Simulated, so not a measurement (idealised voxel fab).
Name of the process module below: voxel wiring stack
In the cross-section labelled cut, the width is 230 nm and each square cell is 5 nm.
In what follows, cross-sections appear as grids of square cells, described through bands that run from the top down, where every band is one or more rows of cells. Each band's line starts with the height of the band's top and of its bottom, in nm. Then come its materials from left to right, each with its width in nm. One material with "all across" fills the band from edge to edge. "empty" is empty space. Below 0: as-received wafer, all one material; heights counted from there. Lowest band: no bottom, goes on down, written "0 -> down". The two numbers in a width such as "30->40" mark its ends across the band: the first belongs to the top row of cells, the second to the bottom row, and from each row to the next the width moves by the same amount. Where a step carries "left unchanged", the cross-section came out of it unchanged, cell for cell. If an empty space has no open way to the top and is at least 8 cells in size, "Closed internal cavities" lists it, written width x height at distance, where distance is measured from the left edge and every value is in nm. Note: text after step settings on the step line = simulator remark on that step. Regarding "overlay nm": on a step with a mask, it is the distance the mask lay to the right of its planned place; a negative value places it to the left.
These are the steps we planned for the process:
1 RECEIVE,material Si
2 CONFORMAL_DEP,material SiO2,thk nm 10
3 DIRECTIONAL_DEP,material TiN,thk nm 5
4 DIRECTIONAL_DEP,material W,thk nm 25
5 DIRECTIONAL_DEP,material aC,thk nm 15
6 PATTERN,tone cover,mask id METAL_1,material resist,width nm 20,pitch nm 45,thk nm 35,overlay nm 0
7 DIRECTIONAL_ETCH,etch materials aC,depth nm 15
8 STRIP,etch materials resist
9 DIRECTIONAL_ETCH,etch materials W,depth nm 25
10 DIRECTIONAL_ETCH,etch materials TiN,depth nm 5
11 STRIP,etch materials aC
12 CONFORMAL_DEP,material SiCN,thk nm 5
13 FILL_DEP,material lowk,thk nm 5
14 CMP,height nm 40
15 CONFORMAL_DEP,material SiCN,thk nm 5
16 DIRECTIONAL_DEP,material SiO2,thk nm 25
17 MASKED_ETCH,tone open,mask id METAL_2,width nm 20,pitch nm 45,etch materials SiO2,depth nm 15,overlay nm 0
18 PATTERN,tone open,mask id METAL_2_HOLES,material resist,width nm 15,pitch nm 90,thk nm 15,overlay nm 0
19 DIRECTIONAL_ETCH,etch materials SiO2,depth nm 10
20 DIRECTIONAL_ETCH,etch materials SiCN,depth nm 5
21 STRIP,etch materials resist
22 CONFORMAL_DEP,material TiN,thk nm 5
23 FILL_DEP,material Cu,thk nm 5
24 CMP,height nm 70
25 CONFORMAL_DEP,material SiCN,thk nm 5
This is the cross-section of the wafer as we received it, i.e. after step 1:
* 0 -> down = Si all across
* Closed internal cavities: none
The cross-section shown corresponds to the wafer at the conclusion of the module. The initial structure and the process plan are those presented above; however, one mistake occurred in executing the plan:
* 65 -> 60 = SiCN all across
* 60 -> 55 = 35 of SiO2, then 5 of TiN, then 5 of Cu, then 10 of TiN, then 25 of SiO2, then 20 of TiN, then 25 of SiO2, then 5 of TiN, then 5 of Cu, then 10 of TiN, then 25 of SiO2, then 20 of TiN, then 40 of SiO2
* 55 -> 45 = 35 of SiO2, then 5 of TiN, then 5 of Cu, then 5 of TiN, then 75 of SiO2, then 5 of TiN, then 5 of Cu, then 5 of TiN, then 90 of SiO2
* 45 -> 40 = 35 of SiCN, then 15 of TiN, then 75 of SiCN, then 15 of TiN, then 90 of SiCN
* 40 -> 15 = 30 of lowk, then 5 of SiCN, then 20 of W, then 5 of SiCN, then 15 of lowk, then 5 of SiCN, then 20 of W, then 5 of SiCN, then 15 of lowk, then 5 of SiCN, then 20 of W, then 5 of SiCN, then 15 of lowk, then 5 of SiCN, then 20 of W, then 5 of SiCN, then 35 of lowk
* 15 -> 10 = 35 of SiCN, then 20 of TiN, then 25 of SiCN, then 20 of TiN, then 25 of SiCN, then 20 of TiN, then 25 of SiCN, then 20 of TiN, then 40 of SiCN
* 10 -> 0 = SiO2 all across
* 0 -> down = Si all across
* Closed internal cavities: none
In executing the process, a mistake was made relative to the plan: note that step 24 departed from the planned setting and was carried out as CMP,height nm 60
